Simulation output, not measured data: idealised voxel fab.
Process module under the name voxel fin reveal
Cross-section cut: width 270 nm, square cells of 5 nm.
This document writes a cross-section as a grid whose cells are square, and gives it as bands, listed from the top down; one or more rows of cells form a band. For a band, the entry starts with two heights in nm, that of the top and then that of the bottom, and carries on with the band's materials in order from left to right, each alongside its width in nm; the word "everywhere" beside a single material means it fills the band edge to edge, and "blank" means empty space. Height reference: 0 = level under which incoming wafer is all one material. Lowest band: no bottom, runs on downward, e.g. "0 nm and below". Note: "30->40" means the width goes from the first number (top row of the band) to the second number (bottom row) in equal steps per row of cells. You'll sometimes find "all unchanged" written for a step, and that's the way of saying that nowhere in the cross-section did a cell change during that step. Empty spaces without an open route to the top, at least 8 cells in extent, make up the entry "Enclosed void entries"; each is given as width x height at distance, where the distance is measured from the left edge, and all are in nm. Formally, on a step line, whatever follows the settings is a remark that the simulator itself makes on the step. Regarding "overlay nm": on a step with a mask, it is the distance the mask lay to the right of its planned place; a negative value places it to the left.
Planned process steps:
1,RECEIVE [material Si]
2,CONFORMAL_DEP [material SiN] [thk nm 5]
3,MASKED_ETCH [tone cover] [mask id FINS] [width nm 15] [pitch nm 40] [etch materials SiN] [depth nm 5] [overlay nm 0]
4,MASKED_ETCH [tone cover] [mask id FINS] [width nm 15] [pitch nm 40] [etch materials Si] [depth nm 40] [overlay nm 0]
5,OXIDIZE [depth nm 5]
6,FILL_DEP [material SiO2] [thk nm 10]
7,CMP [height nm 5]
8,SELECTIVE_ETCH [etch materials SiO2] [depth nm 20]
9,STRIP [etch materials SiN]
10,CONFORMAL_DEP [material HfO2] [thk nm 5]
First of two wafers, processed according to plan:
The cross-section here shows the wafer as received, i.e. in its state after step 1:
- 0 nm and below  Si everywhere
- Enclosed void entries: none
Cross-section: wafer state after step 2:
- 5 nm to 0 nm  SiN everywhere
- For the remainder of the cross-section, below 0, there is no change.
Cross-section: wafer state after step 3:
- 5 nm to 0 nm  85 of blank / 15 of SiN / 25 of blank / 15 of SiN / 25 of blank / 15 of SiN / 90 of blank
- For the remainder of the cross-section, below 0, there is no change.
Cross-section: wafer state after step 4:
- 5 nm to 0 nm  85 of blank / 15 of SiN / 25 of blank / 15 of SiN / 25 of blank / 15 of SiN / 90 of blank
- 0 nm to -40 nm  85 of blank / 15 of Si / 25 of blank / 15 of Si / 25 of blank / 15 of Si / 90 of blank
- For the remainder of the cross-section, below -40, there is no change.
Cross-section: wafer state after step 5:
- 5 nm to 0 nm  85 of blank / 15 of SiN / 25 of blank / 15 of SiN / 25 of blank / 15 of SiN / 90 of blank
- 0 nm to -40 nm  85 of blank / 5 of SiO2 / 5 of Si / 5 of SiO2 / 25 of blank / 5 of SiO2 / 5 of Si / 5 of SiO2 / 25 of blank / 5 of SiO2 / 5 of Si / 5 of SiO2 / 90 of blank
- -40 nm to -45 nm  90 of SiO2 / 5 of Si / 35 of SiO2 / 5 of Si / 35 of SiO2 / 5 of Si / 95 of SiO2
- For the remainder of the cross-section, below -45, there is no change.
Cross-section: wafer state after step 6:
- 15 nm to 5 nm  SiO2 everywhere
- 5 nm to 0 nm  85 of SiO2 / 15 of SiN / 25 of SiO2 / 15 of SiN / 25 of SiO2 / 15 of SiN / 90 of SiO2
- 0 nm to -45 nm  90 of SiO2 / 5 of Si / 35 of SiO2 / 5 of Si / 35 of SiO2 / 5 of Si / 95 of SiO2
- For the remainder of the cross-section, below -45, there is no change.
Cross-section: wafer state after step 7:
- 5 nm to 0 nm  85 of SiO2 / 15 of SiN / 25 of SiO2 / 15 of SiN / 25 of SiO2 / 15 of SiN / 90 of SiO2
- For the remainder of the cross-section, below 0, there is no change.
Cross-section: wafer state after step 8:
- 5 nm to 0 nm  85 of blank / 15 of SiN / 25 of blank / 15 of SiN / 25 of blank / 15 of SiN / 90 of blank
- 0 nm to -15 nm  90 of blank / 5 of Si / 35 of blank / 5 of Si / 35 of blank / 5 of Si / 95 of blank
- For the remainder of the cross-section, below -15, there is no change.
Cross-section: wafer state after step 9:
- 0 nm to -15 nm  90 of blank / 5 of Si / 35 of blank / 5 of Si / 35 of blank / 5 of Si / 95 of blank
- For the remainder of the cross-section, below -15, there is no change.
Cross-section: wafer state after step 10:
- 5 nm to 0 nm  85 of blank / 15 of HfO2 / 25 of blank / 15 of HfO2 / 25 of blank / 15 of HfO2 / 90 of blank
- 0 nm to -10 nm  85 of blank / 5 of HfO2 / 5 of Si / 5 of HfO2 / 25 of blank / 5 of HfO2 / 5 of Si / 5 of HfO2 / 25 of blank / 5 of HfO2 / 5 of Si / 5 of HfO2 / 90 of blank
- -10 nm to -15 nm  90 of HfO2 / 5 of Si / 35 of HfO2 / 5 of Si / 35 of HfO2 / 5 of Si / 95 of HfO2
- For the remainder of the cross-section, below -15, there is no change.
Wafer two of two - same starting point, same process plan, one mistake in execution; matches wafer one up to and including step 2:
At the planned end of step 3, the second wafer in cross-section:
- 5 nm to 0 nm  85 of blank / 20 of SiN / 20 of blank / 20 of SiN / 20 of blank / 20 of SiN / 85 of blank
- For the remainder of the cross-section, below 0, there is no change.
At the planned end of step 4, the second wafer in cross-section:
- 5 nm to 0 nm  85 of blank / 20 of SiN / 20 of blank / 20 of SiN / 20 of blank / 20 of SiN / 85 of blank
- 0 nm to -40 nm  85 of blank / 20 of Si / 20 of blank / 20 of Si / 20 of blank / 20 of Si / 85 of blank
- For the remainder of the cross-section, below -40, there is no change.
At the planned end of step 5, the second wafer in cross-section:
- 5 nm to 0 nm  85 of blank / 20 of SiN / 20 of blank / 20 of SiN / 20 of blank / 20 of SiN / 85 of blank
- 0 nm to -40 nm  85 of blank / 5 of SiO2 / 10 of Si / 5 of SiO2 / 20 of blank / 5 of SiO2 / 10 of Si / 5 of SiO2 / 20 of blank / 5 of SiO2 / 10 of Si / 5 of SiO2 / 85 of blank
- -40 nm to -45 nm  90 of SiO2 / 10 of Si / 30 of SiO2 / 10 of Si / 30 of SiO2 / 10 of Si / 90 of SiO2
- For the remainder of the cross-section, below -45, there is no change.
At the planned end of step 6, the second wafer in cross-section:
- 15 nm to 5 nm  SiO2 everywhere
- 5 nm to 0 nm  85 of SiO2 / 20 of SiN / 20 of SiO2 / 20 of SiN / 20 of SiO2 / 20 of SiN / 85 of SiO2
- 0 nm to -45 nm  90 of SiO2 / 10 of Si / 30 of SiO2 / 10 of Si / 30 of SiO2 / 10 of Si / 90 of SiO2
- For the remainder of the cross-section, below -45, there is no change.
At the planned end of step 7, the second wafer in cross-section:
- 5 nm to 0 nm  85 of SiO2 / 20 of SiN / 20 of SiO2 / 20 of SiN / 20 of SiO2 / 20 of SiN / 85 of SiO2
- For the remainder of the cross-section, below 0, there is no change.
At the planned end of step 8, the second wafer in cross-section:
- 5 nm to 0 nm  85 of blank / 20 of SiN / 20 of blank / 20 of SiN / 20 of blank / 20 of SiN / 85 of blank
- 0 nm to -15 nm  90 of blank / 10 of Si / 30 of blank / 10 of Si / 30 of blank / 10 of Si / 90 of blank
- For the remainder of the cross-section, below -15, there is no change.
At the planned end of step 9, the second wafer in cross-section:
- 0 nm to -15 nm  90 of blank / 10 of Si / 30 of blank / 10 of Si / 30 of blank / 10 of Si / 90 of blank
- For the remainder of the cross-section, below -15, there is no change.
At the planned end of step 10, the second wafer in cross-section:
- 5 nm to 0 nm  85 of blank / 20 of HfO2 / 20 of blank / 20 of HfO2 / 20 of blank / 20 of HfO2 / 85 of blank
- 0 nm to -10 nm  85 of blank / 5 of HfO2 / 10 of Si / 5 of HfO2 / 20 of blank / 5 of HfO2 / 10 of Si / 5 of HfO2 / 20 of blank / 5 of HfO2 / 10 of Si / 5 of HfO2 / 85 of blank
- -10 nm to -15 nm  90 of HfO2 / 10 of Si / 30 of HfO2 / 10 of Si / 30 of HfO2 / 10 of Si / 90 of HfO2
- For the remainder of the cross-section, below -15, there is no change.
Diagnosis: heads up, step 3 didn't go per plan, it actually ran as MASKED_ETCH [tone cover] [mask id FINS] [width nm 20] [pitch nm 40] [etch materials SiN] [depth nm 5] [overlay nm 0]
End check, counted in cells, second wafer has more or fewer of these materials than the first: Si: 27 more; SiO2: 18 fewer
